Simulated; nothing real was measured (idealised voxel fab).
process module | voxel local oxidation
cross-section cut | 260 nm wide | cells 5 nm
A cross-section is a grid of square cells, given in bands from the top down. A band is one or more rows of cells.
Each band's line starts with the height of the band's top and of its bottom, in nm. Then come its materials from left to right, each with its width in nm. One material with "throughout" fills the band from edge to edge. "air" is empty space.
Height 0 is the level under which the wafer as received is all one material. The lowest band goes on downwards, as in "0 down".
A width such as "30 to 40" changes by the same amount from each row of cells to the next, from the band's top row to its bottom row.
"no change" after a step means that no cell of the cross-section changed.
closed voids: empty space of 8 cells or more with no open way to the top, each as width x height at its distance from the left edge, in nm
after a step's settings: what the simulator itself notes on the step
overlay nm, on a step with a mask: how far to the right of its planned place the mask lay; to the left if negative
Each pair below shows a cross-section before one step and the cross-section after it, down to the lowest band that changed. The line under each pair gives the step between them, with its settings. The pairs can come from different runs of this module on the same starting wafer, so a pair continues from the pair above only where its "before" says so.
before
  0 down: Si throughout
  closed voids: none
after
  5 to 0: SiO2 throughout
  below 0: unchanged
  closed voids: none
the step between: op CONFORMAL_DEP | material SiO2 | thk nm 5
before: the cross-section after the pair above
after
  15 to 5: SiN throughout
  below 5: unchanged
  closed voids: none
the step between: op CONFORMAL_DEP | material SiN | thk nm 10
before: the cross-section after the pair above
after
  35 to 15: air 15 | resist 105 | air 20 | resist 105 | air 15
  below 15: unchanged
  closed voids: none
the step between: op PATTERN | tone cover | mask id ACTIVE | material resist | width nm 105 | pitch nm 125 | thk nm 20 | overlay nm 0
before: the cross-section after the pair above
after
  35 to 15: air 15 | resist 105 | air 20 | resist 105 | air 15
  15 to 5: air 15 | SiN 105 | air 20 | SiN 105 | air 15
  below 5: unchanged
  closed voids: none
the step between: op DIRECTIONAL_ETCH | etch materials SiN | depth nm 10
before: the cross-section after the pair above
after
  15 to 5: air 15 | SiN 105 | air 20 | SiN 105 | air 15
  below 5: unchanged
  closed voids: none
the step between: op STRIP | etch materials resist
before: the cross-section after the pair above
after
  15 to 5: air 15 | SiN 105 | air 20 | SiN 105 | air 15
  5 to 0: air 20 | SiO2 95 | air 30 | SiO2 95 | air 20
  below 0: unchanged
  closed voids: none
the step between: op SELECTIVE_ETCH | etch materials SiO2 | depth nm 5
before: the cross-section after the pair above
after
  15 to 5: air 15 | SiN 105 | air 20 | SiN 105 | air 15
  5 to 0: air 20 | SiO2 95 | air 30 | SiO2 95 | air 20
  0 to -15: SiO2 35 | Si 65 | SiO2 60 | Si 65 | SiO2 35
  below -15: unchanged
  closed voids: none
the step between: op OXIDIZE | depth nm 15
before: the cross-section after the pair above
after
  5 to 0: air 20 | SiO2 95 | air 30 | SiO2 95 | air 20
  below 0: unchanged
  closed voids: none
the step between: op STRIP | etch materials SiN
before
  35 to 15: air 15 | resist 105 | air 20 | resist 105 | air 15
  15 to 5: air 15 | SiN 105 | air 20 | SiN 105 | air 15
  5 to 0: SiO2 throughout
  0 down: Si throughout
  closed voids: none
after
  35 to 15: air 15 | resist 105 | air 20 | resist 105 | air 15
  15 to 5: air 15 | SiN 105 | air 20 | SiN 105 | air 15
  5 to 0: air 20 | SiO2 95 | air 30 | SiO2 95 | air 20
  below 0: unchanged
  closed voids: none
the step between: op SELECTIVE_ETCH | etch materials SiO2 | depth nm 5
before: the cross-section after the pair above
after
  15 to 5: air 15 | SiN 105 | air 20 | SiN 105 | air 15
  below 5: unchanged
  closed voids: none
the step between: op STRIP | etch materials resist
before
  15 to 5: air 15 | SiN 105 | air 20 | SiN 105 | air 15
  5 to 0: SiO2 throughout
  0 down: Si throughout
  closed voids: none
after
  15 to 5: air 15 | SiN 105 | air 20 | SiN 105 | air 15
  5 to 0: air 30 | SiO2 75 | air 50 | SiO2 75 | air 30
  below 0: unchanged
  closed voids: none
the step between: op SELECTIVE_ETCH | etch materials SiO2 | depth nm 15
before: the cross-section after the pair above
after
  15 to 5: air 15 | SiN 105 | air 20 | SiN 105 | air 15
  5 to 0: air 30 | SiO2 75 | air 50 | SiO2 75 | air 30
  0 to -15: SiO2 45 | Si 45 | SiO2 80 | Si 45 | SiO2 45
  below -15: unchanged
  closed voids: none
the step between: op OXIDIZE | depth nm 15
before: the cross-section after the pair above
after
  5 to 0: air 30 | SiO2 75 | air 50 | SiO2 75 | air 30
  below 0: unchanged
  closed voids: none
the step between: op STRIP | etch materials SiN
before
  15 to 5: SiN throughout
  5 to 0: SiO2 throughout
  0 down: Si throughout
  closed voids: none
after
  35 to 15: air 20 | resist 100 | air 25 | resist 100 | air 15
  below 15: unchanged
  closed voids: none
the step between: op PATTERN | tone cover | mask id ACTIVE | material resist | width nm 100 | pitch nm 125 | thk nm 20 | overlay nm 0
before: the cross-section after the pair above
after
  35 to 15: air 20 | resist 100 | air 25 | resist 100 | air 15
  15 to 5: air 20 | SiN 100 | air 25 | SiN 100 | air 15
  below 5: unchanged
  closed voids: none
the step between: op DIRECTIONAL_ETCH | etch materials SiN | depth nm 10
before: the cross-section after the pair above
after
  15 to 5: air 20 | SiN 100 | air 25 | SiN 100 | air 15
  below 5: unchanged
  closed voids: none
the step between: op STRIP | etch materials resist
before: the cross-section after the pair above
after
  15 to 5: air 20 | SiN 100 | air 25 | SiN 100 | air 15
  5 to 0: air 25 | SiO2 90 | air 35 | SiO2 90 | air 20
  below 0: unchanged
  closed voids: none
the step between: op SELECTIVE_ETCH | etch materials SiO2 | depth nm 5
before: the cross-section after the pair above
after
  15 to 5: air 20 | SiN 100 | air 25 | SiN 100 | air 15
  5 to 0: air 25 | SiO2 90 | air 35 | SiO2 90 | air 20
  0 to -15: SiO2 40 | Si 60 | SiO2 65 | Si 60 | SiO2 35
  below -15: unchanged
  closed voids: none
the step between: op OXIDIZE | depth nm 15
before: the cross-section after the pair above
after
  5 to 0: air 25 | SiO2 90 | air 35 | SiO2 90 | air 20
  below 0: unchanged
  closed voids: none
the step between: op STRIP | etch materials SiN
before
  15 to 5: air 15 | SiN 105 | air 20 | SiN 105 | air 15
  5 to 0: air 20 | SiO2 95 | air 30 | SiO2 95 | air 20
  0 to -15: SiO2 35 | Si 65 | SiO2 60 | Si 65 | SiO2 35
  -15 down: Si throughout
  closed voids: none
after
  0 to -15: air 35 | Si 65 | air 60 | Si 65 | air 35
  below -15: unchanged
  closed voids: none
the step between: op STRIP | etch materials SiO2
before
  15 to 5: SiN throughout
  5 to 0: SiO2 throughout
  0 down: Si throughout
  closed voids: none
after
  35 to 15: resist 15 | air 105 | resist 20 | air 105 | resist 15
  below 15: unchanged
  closed voids: none
the step between: op PATTERN | tone open | mask id ACTIVE | material resist | width nm 105 | pitch nm 125 | thk nm 20 | overlay nm 0
before: the cross-section after the pair above
after
  35 to 15: resist 15 | air 105 | resist 20 | air 105 | resist 15
  15 to 5: SiN 15 | air 105 | SiN 20 | air 105 | SiN 15
  below 5: unchanged
  closed voids: none
the step between: op DIRECTIONAL_ETCH | etch materials SiN | depth nm 10
before: the cross-section after the pair above
after
  15 to 5: SiN 15 | air 105 | SiN 20 | air 105 | SiN 15
  below 5: unchanged
  closed voids: none
the step between: op STRIP | etch materials resist
before: the cross-section after the pair above
after
  15 to 5: SiN 15 | air 105 | SiN 20 | air 105 | SiN 15
  5 to 0: SiO2 10 | air 115 | SiO2 10 | air 115 | SiO2 10
  below 0: unchanged
  closed voids: none
the step between: op SELECTIVE_ETCH | etch materials SiO2 | depth nm 5
before: the cross-section after the pair above
after
  15 to 5: SiN 15 | air 105 | SiN 20 | air 105 | SiN 15
  5 to 0: SiO2 10 | air 115 | SiO2 10 | air 115 | SiO2 10
  0 to -15: SiO2 throughout
  below -15: unchanged
  closed voids: none
the step between: op OXIDIZE | depth nm 15
before: the cross-section after the pair above
after
  5 to 0: SiO2 10 | air 115 | SiO2 10 | air 115 | SiO2 10
  below 0: unchanged
  closed voids: none
the step between: op STRIP | etch materials SiN
